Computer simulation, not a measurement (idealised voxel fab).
process module | voxel tone inversion
cross-section cut | 230 nm wide | cells 5 nm
A cross-section is a grid of square cells, given in bands from the top down. A band is one or more rows of cells.
Each band's line starts with the height of the band's top and of its bottom, in nm. Then come its materials from left to right, each with its width in nm. One material with "throughout" fills the band from edge to edge. "air" is empty space.
Height 0 is the level under which the wafer as received is all one material. The lowest band goes on downwards, as in "0 down".
A width such as "30 to 40" changes by the same amount from each row of cells to the next, from the band's top row to its bottom row.
"no change" after a step means that no cell of the cross-section changed.
closed voids: empty space of 8 cells or more with no open way to the top, each as width x height at its distance from the left edge, in nm
after a step's settings: what the simulator itself notes on the step
overlay nm, on a step with a mask: how far to the right of its planned place the mask lay; to the left if negative
Each pair below shows a cross-section before one step and the cross-section after it, down to the lowest band that changed. The line under each pair gives the step between them, with its settings. The pairs can come from different runs of this module on the same starting wafer, so a pair continues from the pair above only where its "before" says so.
before
  0 down: Si throughout
  closed voids: none
after
  10 to 0: SiN throughout
  below 0: unchanged
  closed voids: none
the step between: op CONFORMAL_DEP | material SiN | thk nm 10
before: the cross-section after the pair above
after
  25 to 10: polySi throughout
  below 10: unchanged
  closed voids: none
the step between: op DIRECTIONAL_DEP | material polySi | thk nm 15
before: the cross-section after the pair above
after
  50 to 25: air 85 | resist 20 | air 15 | resist 20 | air 90
  below 25: unchanged
  closed voids: none
the step between: op PATTERN | tone cover | mask id POSTS | material resist | width nm 20 | pitch nm 35 | thk nm 25 | overlay nm 0
before: the cross-section after the pair above
after
  50 to 25: air 85 | resist 20 | air 15 | resist 20 | air 90
  25 to 10: air 85 | polySi 20 | air 15 | polySi 20 | air 90
  below 10: unchanged
  closed voids: none
the step between: op DIRECTIONAL_ETCH | etch materials polySi | depth nm 15
before: the cross-section after the pair above
after
  25 to 10: air 85 | polySi 20 | air 15 | polySi 20 | air 90
  below 10: unchanged
  closed voids: none
the step between: op STRIP | etch materials resist
before: the cross-section after the pair above
after
  30 to 25: lowk throughout
  25 to 10: lowk 85 | polySi 20 | lowk 15 | polySi 20 | lowk 90
  below 10: unchanged
  closed voids: none
the step between: op FILL_DEP | material lowk | thk nm 5
before: the cross-section after the pair above
after
  25 to 10: lowk 85 | polySi 20 | lowk 15 | polySi 20 | lowk 90
  below 10: unchanged
  closed voids: none
the step between: op CMP | height nm 25
before: the cross-section after the pair above
after
  25 to 10: lowk 85 | air 20 | lowk 15 | air 20 | lowk 90
  below 10: unchanged
  closed voids: none
the step between: op STRIP | etch materials polySi
before: the cross-section after the pair above
after
  30 to 25: TiN 90 | air 10 | TiN 25 | air 10 | TiN 95
  25 to 15: lowk 85 | TiN 5 | air 10 | TiN 5 | lowk 15 | TiN 5 | air 10 | TiN 5 | lowk 90
  15 to 10: lowk 85 | TiN 20 | lowk 15 | TiN 20 | lowk 90
  below 10: unchanged
  closed voids: none
the step between: op CONFORMAL_DEP | material TiN | thk nm 5
before: the cross-section after the pair above
after
  35 to 30: W throughout
  30 to 25: TiN 90 | W 10 | TiN 25 | W 10 | TiN 95
  25 to 15: lowk 85 | TiN 5 | W 10 | TiN 5 | lowk 15 | TiN 5 | W 10 | TiN 5 | lowk 90
  below 15: unchanged
  closed voids: none
the step between: op FILL_DEP | material W | thk nm 5
before: the cross-section after the pair above
after
  25 to 15: lowk 85 | TiN 5 | W 10 | TiN 5 | lowk 15 | TiN 5 | W 10 | TiN 5 | lowk 90
  below 15: unchanged
  closed voids: none
the step between: op CMP | height nm 25
before: the cross-section after the pair above
after
  30 to 25: SiN throughout
  below 25: unchanged
  closed voids: none
the step between: op CONFORMAL_DEP | material SiN | thk nm 5
before
  0 down: Si throughout
  closed voids: none
after
  15 to 0: polySi throughout
  below 0: unchanged
  closed voids: none
the step between: op DIRECTIONAL_DEP | material polySi | thk nm 15
before: the cross-section after the pair above
after
  25 to 15: SiN throughout
  below 15: unchanged
  closed voids: none
the step between: op CONFORMAL_DEP | material SiN | thk nm 10
before: the cross-section after the pair above
after
  50 to 25: air 85 | resist 20 | air 15 | resist 20 | air 90
  below 25: unchanged
  closed voids: none
the step between: op PATTERN | tone cover | mask id POSTS | material resist | width nm 20 | pitch nm 35 | thk nm 25 | overlay nm 0
before: the cross-section after the pair above
after
  25 to 15: SiN throughout
  below 15: unchanged
  closed voids: none
the step between: op STRIP | etch materials resist
before: the cross-section after the pair above
after
  30 to 25: lowk throughout
  below 25: unchanged
  closed voids: none
the step between: op FILL_DEP | material lowk | thk nm 5
before: the cross-section after the pair above
after
  25 to 15: SiN throughout
  below 15: unchanged
  closed voids: none
the step between: op CMP | height nm 25
before: the cross-section after the pair above
after
  30 to 25: TiN throughout
  below 25: unchanged
  closed voids: none
the step between: op CONFORMAL_DEP | material TiN | thk nm 5
before: the cross-section after the pair above
after
  35 to 30: W throughout
  below 30: unchanged
  closed voids: none
the step between: op FILL_DEP | material W | thk nm 5
before: the cross-section after the pair above
after
  25 to 15: SiN throughout
  below 15: unchanged
  closed voids: none
the step between: op CMP | height nm 25
before: the cross-section after the pair above
after
  30 to 15: SiN throughout
  below 15: unchanged
  closed voids: none
the step between: op CONFORMAL_DEP | material SiN | thk nm 5
before
  25 to 15: lowk 85 | TiN 5 | W 10 | TiN 5 | lowk 15 | TiN 5 | W 10 | TiN 5 | lowk 90
  15 to 10: lowk 85 | TiN 20 | lowk 15 | TiN 20 | lowk 90
  10 to 0: SiN throughout
  0 down: Si throughout
  closed voids: none
after
  40 to 25: SiN throughout
  below 25: unchanged
  closed voids: none
the step between: op CONFORMAL_DEP | material SiN | thk nm 15
before
  25 to 10: polySi throughout
  10 to 0: SiN throughout
  0 down: Si throughout
  closed voids: none
after
  50 to 25: air 90 | resist 15 | air 20 | resist 15 | air 90
  below 25: unchanged
  closed voids: none
the step between: op PATTERN | tone cover | mask id POSTS | material resist | width nm 15 | pitch nm 35 | thk nm 25 | overlay nm 0
before: the cross-section after the pair above
after
  50 to 25: air 90 | resist 15 | air 20 | resist 15 | air 90
  25 to 10: air 90 | polySi 15 | air 20 | polySi 15 | air 90
  below 10: unchanged
  closed voids: none
the step between: op DIRECTIONAL_ETCH | etch materials polySi | depth nm 15
before: the cross-section after the pair above
after
  25 to 10: air 90 | polySi 15 | air 20 | polySi 15 | air 90
  below 10: unchanged
  closed voids: none
the step between: op STRIP | etch materials resist
before: the cross-section after the pair above
after
  30 to 25: lowk throughout
  25 to 10: lowk 90 | polySi 15 | lowk 20 | polySi 15 | lowk 90
  below 10: unchanged
  closed voids: none
the step between: op FILL_DEP | material lowk | thk nm 5
before: the cross-section after the pair above
after
  25 to 10: lowk 90 | polySi 15 | lowk 20 | polySi 15 | lowk 90
  below 10: unchanged
  closed voids: none
the step between: op CMP | height nm 25
before: the cross-section after the pair above
after
  25 to 10: lowk 90 | air 15 | lowk 20 | air 15 | lowk 90
  below 10: unchanged
  closed voids: none
the step between: op STRIP | etch materials polySi
before: the cross-section after the pair above
after
  30 to 25: TiN 95 | air 5 | TiN 30 | air 5 | TiN 95
  25 to 15: lowk 90 | TiN 5 | air 5 | TiN 5 | lowk 20 | TiN 5 | air 5 | TiN 5 | lowk 90
  15 to 10: lowk 90 | TiN 15 | lowk 20 | TiN 15 | lowk 90
  below 10: unchanged
  closed voids: none
the step between: op CONFORMAL_DEP | material TiN | thk nm 5
before: the cross-section after the pair above
after
  35 to 30: W throughout
  30 to 25: TiN 95 | W 5 | TiN 30 | W 5 | TiN 95
  25 to 15: lowk 90 | TiN 5 | W 5 | TiN 5 | lowk 20 | TiN 5 | W 5 | TiN 5 | lowk 90
  below 15: unchanged
  closed voids: none
the step between: op FILL_DEP | material W | thk nm 5
before: the cross-section after the pair above
after
  25 to 15: lowk 90 | TiN 5 | W 5 | TiN 5 | lowk 20 | TiN 5 | W 5 | TiN 5 | lowk 90
  below 15: unchanged
  closed voids: none
the step between: op CMP | height nm 25
before: the cross-section after the pair above
after
  30 to 25: SiN throughout
  below 25: unchanged
  closed voids: none
the step between: op CONFORMAL_DEP | material SiN | thk nm 5
before
  25 to 10: polySi throughout
  10 to 0: SiN throughout
  0 down: Si throughout
  closed voids: none
after
  50 to 25: air 75 | resist 20 | air 15 | resist 20 | air 100
  below 25: unchanged
  closed voids: none
the step between: op PATTERN | tone cover | mask id POSTS | material resist | width nm 20 | pitch nm 35 | thk nm 25 | overlay nm -10
before: the cross-section after the pair above
after
  50 to 25: air 75 | resist 20 | air 15 | resist 20 | air 100
  25 to 10: air 75 | polySi 20 | air 15 | polySi 20 | air 100
  below 10: unchanged
  closed voids: none
the step between: op DIRECTIONAL_ETCH | etch materials polySi | depth nm 15
before: the cross-section after the pair above
after
  25 to 10: air 75 | polySi 20 | air 15 | polySi 20 | air 100
  below 10: unchanged
  closed voids: none
the step between: op STRIP | etch materials resist
before: the cross-section after the pair above
after
  30 to 25: lowk throughout
  25 to 10: lowk 75 | polySi 20 | lowk 15 | polySi 20 | lowk 100
  below 10: unchanged
  closed voids: none
the step between: op FILL_DEP | material lowk | thk nm 5
before: the cross-section after the pair above
after
  25 to 10: lowk 75 | polySi 20 | lowk 15 | polySi 20 | lowk 100
  below 10: unchanged
  closed voids: none
the step between: op CMP | height nm 25
before: the cross-section after the pair above
after
  25 to 10: lowk 75 | air 20 | lowk 15 | air 20 | lowk 100
  below 10: unchanged
  closed voids: none
the step between: op STRIP | etch materials polySi
before: the cross-section after the pair above
after
  30 to 25: TiN 80 | air 10 | TiN 25 | air 10 | TiN 105
  25 to 15: lowk 75 | TiN 5 | air 10 | TiN 5 | lowk 15 | TiN 5 | air 10 | TiN 5 | lowk 100
  15 to 10: lowk 75 | TiN 20 | lowk 15 | TiN 20 | lowk 100
  below 10: unchanged
  closed voids: none
the step between: op CONFORMAL_DEP | material TiN | thk nm 5
before: the cross-section after the pair above
after
  35 to 30: W throughout
  30 to 25: TiN 80 | W 10 | TiN 25 | W 10 | TiN 105
  25 to 15: lowk 75 | TiN 5 | W 10 | TiN 5 | lowk 15 | TiN 5 | W 10 | TiN 5 | lowk 100
  below 15: unchanged
  closed voids: none
the step between: op FILL_DEP | material W | thk nm 5
before: the cross-section after the pair above
after
  25 to 15: lowk 75 | TiN 5 | W 10 | TiN 5 | lowk 15 | TiN 5 | W 10 | TiN 5 | lowk 100
  below 15: unchanged
  closed voids: none
the step between: op CMP | height nm 25
before: the cross-section after the pair above
after
  30 to 25: SiN throughout
  below 25: unchanged
  closed voids: none
the step between: op CONFORMAL_DEP | material SiN | thk nm 5
before
  25 to 10: lowk 85 | air 20 | lowk 15 | air 20 | lowk 90
  10 to 0: SiN throughout
  0 down: Si throughout
  closed voids: none
after
  30 to 15: lowk 90 | air 10 | lowk 25 | air 10 | lowk 95
  15 to 10: lowk throughout
  below 10: unchanged
  closed voids: none
the step between: op CONFORMAL_DEP | material lowk | thk nm 5
before: the cross-section after the pair above
after
  35 to 30: W throughout
  30 to 15: lowk 90 | W 10 | lowk 25 | W 10 | lowk 95
  below 15: unchanged
  closed voids: none
the step between: op FILL_DEP | material W | thk nm 5
before: the cross-section after the pair above
after
  25 to 15: lowk 90 | W 10 | lowk 25 | W 10 | lowk 95
  below 15: unchanged
  closed voids: none
the step between: op CMP | height nm 25
before: the cross-section after the pair above
after
  30 to 25: SiN throughout
  below 25: unchanged
  closed voids: none
the step between: op CONFORMAL_DEP | material SiN | thk nm 5
before
  25 to 10: polySi throughout
  10 to 0: SiN throughout
  0 down: Si throughout
  closed voids: none
after
  50 to 25: resist 85 | air 20 | resist 15 | air 20 | resist 90
  below 25: unchanged
  closed voids: none
the step between: op PATTERN | tone open | mask id POSTS | material resist | width nm 20 | pitch nm 35 | thk nm 25 | overlay nm 0
before: the cross-section after the pair above
after
  50 to 25: resist 85 | air 20 | resist 15 | air 20 | resist 90
  25 to 10: polySi 85 | air 20 | polySi 15 | air 20 | polySi 90
  below 10: unchanged
  closed voids: none
the step between: op DIRECTIONAL_ETCH | etch materials polySi | depth nm 15
before: the cross-section after the pair above
after
  25 to 10: polySi 85 | air 20 | polySi 15 | air 20 | polySi 90
  below 10: unchanged
  closed voids: none
the step between: op STRIP | etch materials resist
before: the cross-section after the pair above
after
  30 to 25: lowk throughout
  25 to 10: polySi 85 | lowk 20 | polySi 15 | lowk 20 | polySi 90
  below 10: unchanged
  closed voids: none
the step between: op FILL_DEP | material lowk | thk nm 5
before: the cross-section after the pair above
after
  25 to 10: polySi 85 | lowk 20 | polySi 15 | lowk 20 | polySi 90
  below 10: unchanged
  closed voids: none
the step between: op CMP | height nm 25
before: the cross-section after the pair above
after
  25 to 10: air 85 | lowk 20 | air 15 | lowk 20 | air 90
  below 10: unchanged
  closed voids: none
the step between: op STRIP | etch materials polySi
before: the cross-section after the pair above
after
  30 to 25: air 80 | TiN 30 | air 5 | TiN 30 | air 85
  25 to 15: air 80 | TiN 5 | lowk 20 | TiN 5 | air 5 | TiN 5 | lowk 20 | TiN 5 | air 85
  15 to 10: TiN 85 | lowk 20 | TiN 15 | lowk 20 | TiN 90
  below 10: unchanged
  closed voids: none
the step between: op CONFORMAL_DEP | material TiN | thk nm 5
before: the cross-section after the pair above
after
  35 to 30: W throughout
  30 to 25: W 80 | TiN 30 | W 5 | TiN 30 | W 85
  25 to 15: W 80 | TiN 5 | lowk 20 | TiN 5 | W 5 | TiN 5 | lowk 20 | TiN 5 | W 85
  below 15: unchanged
  closed voids: none
the step between: op FILL_DEP | material W | thk nm 5
before: the cross-section after the pair above
after
  25 to 15: W 80 | TiN 5 | lowk 20 | TiN 5 | W 5 | TiN 5 | lowk 20 | TiN 5 | W 85
  below 15: unchanged
  closed voids: none
the step between: op CMP | height nm 25
before: the cross-section after the pair above
after
  30 to 25: SiN throughout
  below 25: unchanged
  closed voids: none
the step between: op CONFORMAL_DEP | material SiN | thk nm 5
